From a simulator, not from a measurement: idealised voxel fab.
The following is a process module called voxel transistor to metal.
The width of the displayed cross-section, cut, is 295 nm; its cells are square, with a size of 5 nm.
We lay out every cross-section as a grid of square cells and spell it out in bands from the top down, where one band means one or more rows of cells.
Per band: top height and bottom height in nm, followed by the left-to-right materials and their widths in nm; "all across" marks a single material spanning edge to edge, "air" marks empty space.
The reference from which all heights are counted is 0, the level beneath which the as-received wafer is entirely one material; the lowest band, having no lower bound, proceeds downward and is written after the example "0 and below".
A width such as "30 to 40" changes by the same amount from each row of cells to the next, from the band's top row to its bottom row.
Step note "nothing was modified" = no cross-section cell changed.
Enclosed voids (no open way to top), threshold 8 cells or more, entry "Enclosed void entries", notation width x height at distance, distance from left edge, nm.
Step line, after settings: the simulator's comment on this step.
A step's line can hold "overlay nm"; with a mask on that step, the setting says how far right of the planned place the mask lay, while a negative setting says it lay to the left.
-- Intended process steps
1) RECEIVE: material Si
2) OXIDIZE: depth nm 5
3) CONFORMAL_DEP: material SiN, thk nm 10
4) PATTERN: tone cover, mask id ACTIVE, material resist, width nm 110, pitch nm 130, thk nm 15, overlay nm 0
5) DIRECTIONAL_ETCH: etch materials SiN, depth nm 10
6) DIRECTIONAL_ETCH: etch materials SiO2, depth nm 5
7) DIRECTIONAL_ETCH: etch materials Si, depth nm 35
8) STRIP: etch materials resist
9) FILL_DEP: material SiO2, thk nm 5
10) CMP: height nm 10
11) SELECTIVE_ETCH: etch materials SiO2, depth nm 10
12) STRIP: etch materials SiN
13) SELECTIVE_ETCH: etch materials SiO2, depth nm 5
14) OXIDIZE: depth nm 5
15) DIRECTIONAL_DEP: material polySi, thk nm 25
16) DIRECTIONAL_DEP: material SiCN, thk nm 10
17) MASKED_ETCH: tone cover, mask id GATE, width nm 30, pitch nm 130, etch materials SiCN, depth nm 20, overlay nm 0
18) MASKED_ETCH: tone cover, mask id GATE, width nm 30, pitch nm 130, etch materials polySi, depth nm 35, overlay nm 0
19) CONFORMAL_DEP: material SiN, thk nm 5
20) DIRECTIONAL_ETCH: etch materials SiN, depth nm 5
21) DIRECTIONAL_ETCH: etch materials SiO2, depth nm 5
22) DIRECTIONAL_ETCH: etch materials Si, depth nm 15
23) EPI: material nSi, thk nm 15
24) FILL_DEP: material SiO2, thk nm 10
25) CMP: height nm 20
26) STRIP: etch materials polySi
27) SELECTIVE_ETCH: etch materials SiO2, depth nm 5
28) CONFORMAL_DEP: material HfO2, thk nm 5
29) CONFORMAL_DEP: material TiN, thk nm 5
30) FILL_DEP: material W, thk nm 5
31) CMP: height nm 15
32) DIRECTIONAL_DEP: material SiO2, thk nm 15
33) PATTERN: tone open, mask id CONTACT, material resist, width nm 15, thk nm 20, overlay nm 0
34) DIRECTIONAL_ETCH: etch materials SiO2, depth nm 40
35) STRIP: etch materials resist
36) CONFORMAL_DEP: material TiN, thk nm 5
37) FILL_DEP: material Ru, thk nm 10
38) CMP: height nm 30
39) DIRECTIONAL_DEP: material TiN, thk nm 5
40) DIRECTIONAL_DEP: material W, thk nm 15
41) PATTERN: tone cover, mask id METAL_1, material resist, width nm 15, thk nm 20, overlay nm 0
42) DIRECTIONAL_ETCH: etch materials W, depth nm 15
43) DIRECTIONAL_ETCH: etch materials TiN, depth nm 5
44) STRIP: etch materials resist
45) CONFORMAL_DEP: material SiCN, thk nm 5
46) FILL_DEP: material lowk, thk nm 10
47) CMP: height nm 50
48) CONFORMAL_DEP: material SiCN, thk nm 5
-- The first of a set of two wafers, run to plan
-- Delivered wafer in cross-section: state after step 1
* 0 and below  Si all across
* Enclosed void entries: none
-- The wafer in cross-section once step 2 is complete
* 0 down to -5  SiO2 all across
* Below -5, no change.
-- The wafer in cross-section once step 3 is complete
* 10 down to 0  SiN all across
* Below 0, no change.
-- The wafer in cross-section once step 4 is complete
* 25 down to 10  air=25, resist=110, air=20, resist=110, air=30
* Below 10, no change.
-- The wafer in cross-section once step 5 is complete
* 25 down to 10  air=25, resist=110, air=20, resist=110, air=30
* 10 down to 0  air=25, SiN=110, air=20, SiN=110, air=30
* Below 0, no change.
-- The wafer in cross-section once step 6 is complete
* 25 down to 10  air=25, resist=110, air=20, resist=110, air=30
* 10 down to 0  air=25, SiN=110, air=20, SiN=110, air=30
* 0 down to -5  air=25, SiO2=110, air=20, SiO2=110, air=30
* Below -5, no change.
-- The wafer in cross-section once step 7 is complete
* 25 down to 10  air=25, resist=110, air=20, resist=110, air=30
* 10 down to 0  air=25, SiN=110, air=20, SiN=110, air=30
* 0 down to -5  air=25, SiO2=110, air=20, SiO2=110, air=30
* -5 down to -40  air=25, Si=110, air=20, Si=110, air=30
* Below -40, no change.
-- The wafer in cross-section once step 8 is complete
* 10 down to 0  air=25, SiN=110, air=20, SiN=110, air=30
* Below 0, no change.
-- The wafer in cross-section once step 9 is complete
* 15 down to 10  SiO2 all across
* 10 down to 0  SiO2=25, SiN=110, SiO2=20, SiN=110, SiO2=30
* 0 down to -5  SiO2 all across
* -5 down to -40  SiO2=25, Si=110, SiO2=20, Si=110, SiO2=30
* Below -40, no change.
-- The wafer in cross-section once step 10 is complete
* 10 down to 0  SiO2=25, SiN=110, SiO2=20, SiN=110, SiO2=30
* Below 0, no change.
-- The wafer in cross-section once step 11 is complete
* 10 down to 0  air=25, SiN=110, air=20, SiN=110, air=30
* Below 0, no change.
-- The wafer in cross-section once step 12 is complete
* 0 down to -5  SiO2 all across
* Below -5, no change.
-- The wafer in cross-section once step 13 is complete
* -5 down to -40  SiO2=25, Si=110, SiO2=20, Si=110, SiO2=30
* Below -40, no change.
-- The wafer in cross-section once step 14 is complete
* -5 down to -10  SiO2 all across
* Below -10, no change.
-- The wafer in cross-section once step 15 is complete
* 20 down to -5  polySi all across
* Below -5, no change.
-- The wafer in cross-section once step 16 is complete
* 30 down to 20  SiCN all across
* Below 20, no change.
-- The wafer in cross-section once step 17 is complete
* 30 down to 20  air=65, SiCN=30, air=100, SiCN=30, air=70
* Below 20, no change.
-- The wafer in cross-section once step 18 is complete
* 30 down to 20  air=65, SiCN=30, air=100, SiCN=30, air=70
* 20 down to -5  air=65, polySi=30, air=100, polySi=30, air=70
* Below -5, no change.
-- The wafer in cross-section once step 19 is complete
* 35 down to 30  air=60, SiN=40, air=90, SiN=40, air=65
* 30 down to 20  air=60, SiN=5, SiCN=30, SiN=5, air=90, SiN=5, SiCN=30, SiN=5, air=65
* 20 down to 0  air=60, SiN=5, polySi=30, SiN=5, air=90, SiN=5, polySi=30, SiN=5, air=65
* 0 down to -5  SiN=65, polySi=30, SiN=100, polySi=30, SiN=70
* Below -5, no change.
-- The wafer in cross-section once step 20 is complete
* 30 down to 20  air=60, SiN=5, SiCN=30, SiN=5, air=90, SiN=5, SiCN=30, SiN=5, air=65
* 20 down to -5  air=60, SiN=5, polySi=30, SiN=5, air=90, SiN=5, polySi=30, SiN=5, air=65
* Below -5, no change.
-- The wafer in cross-section once step 21 is complete
* 30 down to 20  air=60, SiN=5, SiCN=30, SiN=5, air=90, SiN=5, SiCN=30, SiN=5, air=65
* 20 down to -5  air=60, SiN=5, polySi=30, SiN=5, air=90, SiN=5, polySi=30, SiN=5, air=65
* -5 down to -10  air=60, SiO2=40, air=90, SiO2=40, air=65
* Below -10, no change.
-- The wafer in cross-section once step 22 is complete
* 30 down to 20  air=60, SiN=5, SiCN=30, SiN=5, air=90, SiN=5, SiCN=30, SiN=5, air=65
* 20 down to -5  air=60, SiN=5, polySi=30, SiN=5, air=90, SiN=5, polySi=30, SiN=5, air=65
* -5 down to -10  air=60, SiO2=40, air=90, SiO2=40, air=65
* -10 down to -25  SiO2=25, air=35, Si=40, air=35, SiO2=20, air=35, Si=40, air=35, SiO2=30
* Below -25, no change.
-- The wafer in cross-section once step 23 is complete
* 30 down to 20  air=60, SiN=5, SiCN=30, SiN=5, air=90, SiN=5, SiCN=30, SiN=5, air=65
* 20 down to 5  air=60, SiN=5, polySi=30, SiN=5, air=90, SiN=5, polySi=30, SiN=5, air=65
* 5 down to -5  air=45, nSi=15, SiN=5, polySi=30, SiN=5, nSi=15, air=60, nSi=15, SiN=5, polySi=30, SiN=5, nSi=15, air=50
* -5 down to -10  air=45, nSi=15, SiO2=40, nSi=15, air=60, nSi=15, SiO2=40, nSi=15, air=50
* -10 down to -25  SiO2=25, nSi=35, Si=40, nSi=35, SiO2=20, nSi=35, Si=40, nSi=35, SiO2=30
* Below -25, no change.
-- The wafer in cross-section once step 24 is complete
* 40 down to 30  SiO2 all across
* 30 down to 20  SiO2=60, SiN=5, SiCN=30, SiN=5, SiO2=90, SiN=5, SiCN=30, SiN=5, SiO2=65
* 20 down to 5  SiO2=60, SiN=5, polySi=30, SiN=5, SiO2=90, SiN=5, polySi=30, SiN=5, SiO2=65
* 5 down to -5  SiO2=45, nSi=15, SiN=5, polySi=30, SiN=5, nSi=15, SiO2=60, nSi=15, SiN=5, polySi=30, SiN=5, nSi=15, SiO2=50
* -5 down to -10  SiO2=45, nSi=15, SiO2=40, nSi=15, SiO2=60, nSi=15, SiO2=40, nSi=15, SiO2=50
* Below -10, no change.
-- The wafer in cross-section once step 25 is complete
* 20 down to 5  SiO2=60, SiN=5, polySi=30, SiN=5, SiO2=90, SiN=5, polySi=30, SiN=5, SiO2=65
* Below 5, no change.
-- The wafer in cross-section once step 26 is complete
* 20 down to 5  SiO2=60, SiN=5, air=30, SiN=5, SiO2=90, SiN=5, air=30, SiN=5, SiO2=65
* 5 down to -5  SiO2=45, nSi=15, SiN=5, air=30, SiN=5, nSi=15, SiO2=60, nSi=15, SiN=5, air=30, SiN=5, nSi=15, SiO2=50
* Below -5, no change.
-- The wafer in cross-section once step 27 is complete
* 20 down to 15  air=60, SiN=5, air=30, SiN=5, air=90, SiN=5, air=30, SiN=5, air=65
* 15 down to 5  SiO2=60, SiN=5, air=30, SiN=5, SiO2=90, SiN=5, air=30, SiN=5, SiO2=65
* 5 down to -5  SiO2=45, nSi=15, SiN=5, air=30, SiN=5, nSi=15, SiO2=60, nSi=15, SiN=5, air=30, SiN=5, nSi=15, SiO2=50
* -5 down to -10  SiO2=45, nSi=15, air=40, nSi=15, SiO2=60, nSi=15, air=40, nSi=15, SiO2=50
* Below -10, no change.
-- The wafer in cross-section once step 28 is complete
* 25 down to 20  air=55, HfO2=15, air=20, HfO2=15, air=80, HfO2=15, air=20, HfO2=15, air=60
* 20 down to 15  HfO2=60, SiN=5, HfO2=5, air=20, HfO2=5, SiN=5, HfO2=90, SiN=5, HfO2=5, air=20, HfO2=5, SiN=5, HfO2=65
* 15 down to 5  SiO2=60, SiN=5, HfO2=5, air=20, HfO2=5, SiN=5, SiO2=90, SiN=5, HfO2=5, air=20, HfO2=5, SiN=5, SiO2=65
* 5 down to -5  SiO2=45, nSi=15, SiN=5, HfO2=5, air=20, HfO2=5, SiN=5, nSi=15, SiO2=60, nSi=15, SiN=5, HfO2=5, air=20, HfO2=5, SiN=5, nSi=15, SiO2=50
* -5 down to -10  SiO2=45, nSi=15, HfO2=40, nSi=15, SiO2=60, nSi=15, HfO2=40, nSi=15, SiO2=50
* Below -10, no change.
-- The wafer in cross-section once step 29 is complete
* 30 down to 25  air=50, TiN=25, air=10, TiN=25, air=70, TiN=25, air=10, TiN=25, air=55
* 25 down to 20  TiN=55, HfO2=15, TiN=5, air=10, TiN=5, HfO2=15, TiN=80, HfO2=15, TiN=5, air=10, TiN=5, HfO2=15, TiN=60
* 20 down to 15  HfO2=60, SiN=5, HfO2=5, TiN=5, air=10, TiN=5, HfO2=5, SiN=5, HfO2=90, SiN=5, HfO2=5, TiN=5, air=10, TiN=5, HfO2=5, SiN=5, HfO2=65
* 15 down to 5  SiO2=60, SiN=5, HfO2=5, TiN=5, air=10, TiN=5, HfO2=5, SiN=5, SiO2=90, SiN=5, HfO2=5, TiN=5, air=10, TiN=5, HfO2=5, SiN=5, SiO2=65
* 5 down to 0  SiO2=45, nSi=15, SiN=5, HfO2=5, TiN=5, air=10, TiN=5, HfO2=5, SiN=5, nSi=15, SiO2=60, nSi=15, SiN=5, HfO2=5, TiN=5, air=10, TiN=5, HfO2=5, SiN=5, nSi=15, SiO2=50
* 0 down to -5  SiO2=45, nSi=15, SiN=5, HfO2=5, TiN=20, HfO2=5, SiN=5, nSi=15, SiO2=60, nSi=15, SiN=5, HfO2=5, TiN=20, HfO2=5, SiN=5, nSi=15, SiO2=50
* Below -5, no change.
-- The wafer in cross-section once step 30 is complete
* 35 down to 30  W all across
* 30 down to 25  W=50, TiN=25, W=10, TiN=25, W=70, TiN=25, W=10, TiN=25, W=55
* 25 down to 20  TiN=55, HfO2=15, TiN=5, W=10, TiN=5, HfO2=15, TiN=80, HfO2=15, TiN=5, W=10, TiN=5, HfO2=15, TiN=60
* 20 down to 15  HfO2=60, SiN=5, HfO2=5, TiN=5, W=10, TiN=5, HfO2=5, SiN=5, HfO2=90, SiN=5, HfO2=5, TiN=5, W=10, TiN=5, HfO2=5, SiN=5, HfO2=65
* 15 down to 5  SiO2=60, SiN=5, HfO2=5, TiN=5, W=10, TiN=5, HfO2=5, SiN=5, SiO2=90, SiN=5, HfO2=5, TiN=5, W=10, TiN=5, HfO2=5, SiN=5, SiO2=65
* 5 down to 0  SiO2=45, nSi=15, SiN=5, HfO2=5, TiN=5, W=10, TiN=5, HfO2=5, SiN=5, nSi=15, SiO2=60, nSi=15, SiN=5, HfO2=5, TiN=5, W=10, TiN=5, HfO2=5, SiN=5, nSi=15, SiO2=50
* Below 0, no change.
-- The wafer in cross-section once step 31 is complete
* 15 down to 5  SiO2=60, SiN=5, HfO2=5, TiN=5, W=10, TiN=5, HfO2=5, SiN=5, SiO2=90, SiN=5, HfO2=5, TiN=5, W=10, TiN=5, HfO2=5, SiN=5, SiO2=65
* Below 5, no change.
-- The wafer in cross-section once step 32 is complete
* 30 down to 15  SiO2 all across
* Below 15, no change.
-- The wafer in cross-section once step 33 is complete
* 50 down to 30  resist=35, air=15, resist=60, air=15, resist=40, air=15, resist=60, air=15, resist=40
* Below 30, no change.
-- The wafer in cross-section once step 34 is complete
* 50 down to 30  resist=35, air=15, resist=60, air=15, resist=40, air=15, resist=60, air=15, resist=40
* 30 down to 15  SiO2=35, air=15, SiO2=60, air=15, SiO2=40, air=15, SiO2=60, air=15, SiO2=40
* 15 down to 5  SiO2=35, air=15, SiO2=10, SiN=5, HfO2=5, TiN=5, W=10, TiN=5, HfO2=5, SiN=5, SiO2=10, air=15, SiO2=40, air=15, SiO2=10, SiN=5, HfO2=5, TiN=5, W=10, TiN=5, HfO2=5, SiN=5, SiO2=10, air=15, SiO2=40
* 5 down to 0  SiO2=35, air=10, nSi=15, SiN=5, HfO2=5, TiN=5, W=10, TiN=5, HfO2=5, SiN=5, nSi=15, air=10, SiO2=40, air=10, nSi=15, SiN=5, HfO2=5, TiN=5, W=10, TiN=5, HfO2=5, SiN=5, nSi=15, air=10, SiO2=40
* 0 down to -5  SiO2=35, air=10, nSi=15, SiN=5, HfO2=5, TiN=20, HfO2=5, SiN=5, nSi=15, air=10, SiO2=40, air=10, nSi=15, SiN=5, HfO2=5, TiN=20, HfO2=5, SiN=5, nSi=15, air=10, SiO2=40
* -5 down to -10  SiO2=35, air=10, nSi=15, HfO2=40, nSi=15, air=10, SiO2=40, air=10, nSi=15, HfO2=40, nSi=15, air=10, SiO2=40
* Below -10, no change.
-- The wafer in cross-section once step 35 is complete
* 30 down to 15  SiO2=35, air=15, SiO2=60, air=15, SiO2=40, air=15, SiO2=60, air=15, SiO2=40
* Below 15, no change.
-- The wafer in cross-section once step 36 is complete
* 35 down to 30  TiN=40, air=5, TiN=70, air=5, TiN=50, air=5, TiN=70, air=5, TiN=45
* 30 down to 15  SiO2=35, TiN=5, air=5, TiN=5, SiO2=60, TiN=5, air=5, TiN=5, SiO2=40, TiN=5, air=5, TiN=5, SiO2=60, TiN=5, air=5, TiN=5, SiO2=40
* 15 down to 10  SiO2=35, TiN=5, air=5, TiN=5, SiO2=10, SiN=5, HfO2=5, TiN=5, W=10, TiN=5, HfO2=5, SiN=5, SiO2=10, TiN=5, air=5, TiN=5, SiO2=40, TiN=5, air=5, TiN=5, SiO2=10, SiN=5, HfO2=5, TiN=5, W=10, TiN=5, HfO2=5, SiN=5, SiO2=10, TiN=5, air=5, TiN=5, SiO2=40
* 10 down to 5  SiO2=35, TiN=15, SiO2=10, SiN=5, HfO2=5, TiN=5, W=10, TiN=5, HfO2=5, SiN=5, SiO2=10, TiN=15, SiO2=40, TiN=15, SiO2=10, SiN=5, HfO2=5, TiN=5, W=10, TiN=5, HfO2=5, SiN=5, SiO2=10, TiN=15, SiO2=40
* 5 down to 0  SiO2=35, TiN=10, nSi=15, SiN=5, HfO2=5, TiN=5, W=10, TiN=5, HfO2=5, SiN=5, nSi=15, TiN=10, SiO2=40, TiN=10, nSi=15, SiN=5, HfO2=5, TiN=5, W=10, TiN=5, HfO2=5, SiN=5, nSi=15, TiN=10, SiO2=40
* 0 down to -5  SiO2=35, TiN=10, nSi=15, SiN=5, HfO2=5, TiN=20, HfO2=5, SiN=5, nSi=15, TiN=10, SiO2=40, TiN=10, nSi=15, SiN=5, HfO2=5, TiN=20, HfO2=5, SiN=5, nSi=15, TiN=10, SiO2=40
* -5 down to -10  SiO2=35, TiN=10, nSi=15, HfO2=40, nSi=15, TiN=10, SiO2=40, TiN=10, nSi=15, HfO2=40, nSi=15, TiN=10, SiO2=40
* Below -10, no change.
-- The wafer in cross-section once step 37 is complete
* 45 down to 35  Ru all across
* 35 down to 30  TiN=40, Ru=5, TiN=70, Ru=5, TiN=50, Ru=5, TiN=70, Ru=5, TiN=45
* 30 down to 15  SiO2=35, TiN=5, Ru=5, TiN=5, SiO2=60, TiN=5, Ru=5, TiN=5, SiO2=40, TiN=5, Ru=5, TiN=5, SiO2=60, TiN=5, Ru=5, TiN=5, SiO2=40
* 15 down to 10  SiO2=35, TiN=5, Ru=5, TiN=5, SiO2=10, SiN=5, HfO2=5, TiN=5, W=10, TiN=5, HfO2=5, SiN=5, SiO2=10, TiN=5, Ru=5, TiN=5, SiO2=40, TiN=5, Ru=5, TiN=5, SiO2=10, SiN=5, HfO2=5, TiN=5, W=10, TiN=5, HfO2=5, SiN=5, SiO2=10, TiN=5, Ru=5, TiN=5, SiO2=40
* Below 10, no change.
-- The wafer in cross-section once step 38 is complete
* 30 down to 15  SiO2=35, TiN=5, Ru=5, TiN=5, SiO2=60, TiN=5, Ru=5, TiN=5, SiO2=40, TiN=5, Ru=5, TiN=5, SiO2=60, TiN=5, Ru=5, TiN=5, SiO2=40
* Below 15, no change.
-- The wafer in cross-section once step 39 is complete
* 35 down to 30  TiN all across
* Below 30, no change.
-- The wafer in cross-section once step 40 is complete
* 50 down to 35  W all across
* Below 35, no change.
-- The wafer in cross-section once step 41 is complete
* 70 down to 50  air=35, resist=15, air=60, resist=15, air=40, resist=15, air=60, resist=15, air=40
* Below 50, no change.
-- The wafer in cross-section once step 42 is complete
* 70 down to 50  air=35, resist=15, air=60, resist=15, air=40, resist=15, air=60, resist=15, air=40
* 50 down to 35  air=35, W=15, air=60, W=15, air=40, W=15, air=60, W=15, air=40
* Below 35, no change.
-- The wafer in cross-section once step 43 is complete
* 70 down to 50  air=35, resist=15, air=60, resist=15, air=40, resist=15, air=60, resist=15, air=40
* 50 down to 35  air=35, W=15, air=60, W=15, air=40, W=15, air=60, W=15, air=40
* 35 down to 30  air=35, TiN=15, air=60, TiN=15, air=40, TiN=15, air=60, TiN=15, air=40
* Below 30, no change.
-- The wafer in cross-section once step 44 is complete
* 50 down to 35  air=35, W=15, air=60, W=15, air=40, W=15, air=60, W=15, air=40
* Below 35, no change.
-- The wafer in cross-section once step 45 is complete
* 55 down to 50  air=30, SiCN=25, air=50, SiCN=25, air=30, SiCN=25, air=50, SiCN=25, air=35
* 50 down to 35  air=30, SiCN=5, W=15, SiCN=5, air=50, SiCN=5, W=15, SiCN=5, air=30, SiCN=5, W=15, SiCN=5, air=50, SiCN=5, W=15, SiCN=5, air=35
* 35 down to 30  SiCN=35, TiN=15, SiCN=60, TiN=15, SiCN=40, TiN=15, SiCN=60, TiN=15, SiCN=40
* Below 30, no change.
-- The wafer in cross-section once step 46 is complete
* 65 down to 55  lowk all across
* 55 down to 50  lowk=30, SiCN=25, lowk=50, SiCN=25, lowk=30, SiCN=25, lowk=50, SiCN=25, lowk=35
* 50 down to 35  lowk=30, SiCN=5, W=15, SiCN=5, lowk=50, SiCN=5, W=15, SiCN=5, lowk=30, SiCN=5, W=15, SiCN=5, lowk=50, SiCN=5, W=15, SiCN=5, lowk=35
* Below 35, no change.
-- The wafer in cross-section once step 47 is complete
* 50 down to 35  lowk=30, SiCN=5, W=15, SiCN=5, lowk=50, SiCN=5, W=15, SiCN=5, lowk=30, SiCN=5, W=15, SiCN=5, lowk=50, SiCN=5, W=15, SiCN=5, lowk=35
* Below 35, no change.
-- The wafer in cross-section once step 48 is complete
* 55 down to 50  SiCN all across
* Below 50, no change.
-- Second wafer, same starting conditions and recipe as the first, one mistake in executing it, nothing differs from the first up to and including step 46
Cross-section: second wafer, time at which step 47 was scheduled to end: nothing was modified
-- Cross-section: second wafer, time at which step 48 was scheduled to end
* 70 down to 65  SiCN all across
* Below 65, no change.
Want to know what went wrong? plan step 47 skipped
The final cell counts differ between the wafers, with the second having more or fewer of some materials than the first: 20 more of SiCN | 157 more of lowk
